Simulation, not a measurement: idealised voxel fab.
The name of this process module is voxel capacitor over wiring.
The width of the displayed cross-section, cut, is 245 nm; its cells are square, with a size of 5 nm.
A cross-section is written here as square cells arranged in a grid, and it is given in bands from the top down, each band taking up one or more rows of cells.
Read a band's entry like this: the first values are the height of its top and the height of its bottom in nm, and what follows is the sequence of materials from left to right, each with its width in nm. Note that "blank" is empty space, and that a single material marked "throughout" reaches across the band from edge to edge.
Heads up on the height convention: 0 is the point under which the incoming wafer is all one material, and the lowest band has no bottom, it just keeps going down, like "top 0, no bottom".
It should be noted that a width expressed as "30..40" varies in equal increments from row to row of cells within the band, taking the value of the first number at the top row and that of the second number at the bottom row.
Take "no change occurred" at face value: in the step it is given for, the cross-section changed in none of its cells.
Fully sealed cavities: empty space of 8 cells or more with no open way to the top, each as width x height at its distance from the left edge, in nm
It should be noted that, on the line of a given step, the content following the step's settings is a remark produced by the simulator itself with respect to that step.
Regarding "overlay nm": on a step with a mask, it is the distance the mask lay to the right of its planned place; a negative value places it to the left.

-- Steps planned for the process
1) RECEIVE | material Si
2) CONFORMAL_DEP | material SiO2 | thk nm 15
3) CONFORMAL_DEP | material SiN | thk nm 5
4) DIRECTIONAL_DEP | material SiO2 | thk nm 25
5) DIRECTIONAL_DEP | material aC | thk nm 10
6) PATTERN | tone open | mask id METAL_1 | material resist | width nm 30 | pitch nm 95 | thk nm 30 | overlay nm 0
7) DIRECTIONAL_ETCH | etch materials aC | depth nm 10
8) STRIP | etch materials resist
9) DIRECTIONAL_ETCH | etch materials SiO2 | depth nm 25
10) DIRECTIONAL_ETCH | etch materials SiN | depth nm 5
11) STRIP | etch materials aC
12) CONFORMAL_DEP | material TiN | thk nm 5
13) FILL_DEP | material Cu | thk nm 10
14) CMP | height nm 45
15) CONFORMAL_DEP | material SiCN | thk nm 5
16) DIRECTIONAL_DEP | material SiO2 | thk nm 15
17) PATTERN | tone open | mask id PLUG_1 | material resist | width nm 15 | thk nm 20 | overlay nm 0
18) DIRECTIONAL_ETCH | etch materials SiO2 | depth nm 15
19) DIRECTIONAL_ETCH | etch materials SiCN | depth nm 5
20) STRIP | etch materials resist
21) CONFORMAL_DEP | material TiN | thk nm 5
22) FILL_DEP | material Cu | thk nm 10
23) CMP | height nm 65
24) DIRECTIONAL_DEP | material TiN | thk nm 10
25) DIRECTIONAL_DEP | material HfO2 | thk nm 5
26) DIRECTIONAL_DEP | material TiN | thk nm 5
27) PATTERN | tone cover | mask id UPPER_PLATE | material resist | width nm 70 | thk nm 15 | overlay nm 0
28) DIRECTIONAL_ETCH | etch materials TiN | depth nm 5
29) DIRECTIONAL_ETCH | etch materials HfO2 | depth nm 5
30) STRIP | etch materials resist
31) DIRECTIONAL_DEP | material aC | thk nm 10
32) PATTERN | tone cover | mask id LOWER_PLATE | material resist | width nm 80 | thk nm 30 | overlay nm 0
33) DIRECTIONAL_ETCH | etch materials aC | depth nm 10
34) STRIP | etch materials resist
35) DIRECTIONAL_ETCH | etch materials TiN | depth nm 10
36) STRIP | etch materials aC
37) FILL_DEP | material SiO2 | thk nm 15
38) CMP | height nm 95
39) DIRECTIONAL_DEP | material aC | thk nm 15
40) PATTERN | tone open | mask id PLUG_2 | material resist | width nm 15 | thk nm 35 | overlay nm 0
41) DIRECTIONAL_ETCH | etch materials aC | depth nm 5
42) STRIP | etch materials resist
43) DIRECTIONAL_ETCH | etch materials SiO2 | depth nm 10
44) STRIP | etch materials aC
45) CONFORMAL_DEP | material TiN | thk nm 5
46) FILL_DEP | material W | thk nm 10
47) CMP | height nm 95
48) CONFORMAL_DEP | material SiN | thk nm 5
varied across the wafers: depth nm of step 41. The plan shows the first wafer's value. All wafers start alike

-- First of several wafers (as received, post step 1), cross-sectional view
  top 0, no bottom  Si throughout
  Fully sealed cavities: none

-- Below is a per-wafer table. In it, each row describes the wafer at the end of the module by giving, for each material, the number of cells gained (+) or lost (-) since the wafer was received, and after that the closed voids of the wafer
depth nm 5, +43 Cu, +14 HfO2, +46 SiCN, +86 SiN, +704 SiO2, +87 TiN, Fully sealed cavities: none
depth nm 10, +43 Cu, +14 HfO2, +46 SiCN, +86 SiN, +704 SiO2, +87 TiN, Fully sealed cavities: none
depth nm 15, +43 Cu, +14 HfO2, +46 SiCN, +86 SiN, +698 SiO2, +92 TiN, +1 W, Fully sealed cavities: none
depth nm 20, +43 Cu, +14 HfO2, +46 SiCN, +86 SiN, +698 SiO2, +92 TiN, +1 W, Fully sealed cavities: none
depth nm 25, +43 Cu, +14 HfO2, +46 SiCN, +86 SiN, +698 SiO2, +92 TiN, +1 W, Fully sealed cavities: none
depth nm 30, +43 Cu, +14 HfO2, +46 SiCN, +86 SiN, +698 SiO2, +92 TiN, +1 W, Fully sealed cavities: none
